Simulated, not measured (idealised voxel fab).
The process module that follows is named voxel plated lines.
Displayed cross-section: cut, width of 290 nm, square cells sized 5 nm.
Square cells in a grid make up a cross-section in this document, and the grid is given as bands, listed from the top down, each one or more rows of cells. For a band, the entry starts with two heights in nm, that of the top and then that of the bottom, and carries on with the band's materials in order from left to right, each alongside its width in nm; the word "all across" beside a single material means it fills the band edge to edge, and "air" means empty space. Heads up on the height convention: 0 is the point under which the incoming wafer is all one material, and the lowest band has no bottom, it just keeps going down, like "z 0 and below". So if you see something like "30->40" for the width, read it as the top row of the band sitting at the first number and the bottom row at the second, with every row in between moving by the same amount as the last. Basically "no alterations made" means that step didn't change any cell in the cross-section. Basically, "Cavities, sealed" tells you about the enclosed voids: empty spaces with no open way to the top, 8 cells or bigger, each written width x height at distance, where distance is from the left edge, all in nm. Whatever follows a step's settings on its line is a remark the simulator itself makes about that step. You can add "overlay nm" to a step's line. For a step with a mask, it describes how far the mask lay to the right of its planned position, and a negative number describes a lay to the left.
STEPS PLANNED FOR THE PROCESS
1 RECEIVE | material Si
2 CONFORMAL_DEP | material Al2O3 | thk nm 5
3 DIRECTIONAL_DEP | material TiN | thk nm 5
4 PATTERN | tone open | mask id LINES | material resist | width nm 30 | pitch nm 55 | thk nm 35 | overlay nm 0
5 EPI | material Ru | thk nm 10
6 EPI | material Ru | thk nm 5
7 EPI | material Ru | thk nm 10
8 STRIP | etch materials resist
9 DIRECTIONAL_ETCH | etch materials TiN | depth nm 5
10 CONFORMAL_DEP | material SiCN | thk nm 10
THIS IS THE CROSS-SECTION OF THE WAFER AS WE RECEIVED IT, I.E. AFTER STEP 1
> z 0 and below: Si all across
> Cavities, sealed: none
FINAL CROSS-SECTION, MODULE RUN WITH ONE MISTAKE (START AND PLAN AS ABOVE)
> z 20 to 10: SiCN all across
> z 10 to 5: Al2O3 all across
> z 5 to 0: TiN all across
> z 0 and below: Si all across
> Cavities, sealed: none
What was the processing mistake? ran 2 and 3 in swapped order versus the plan
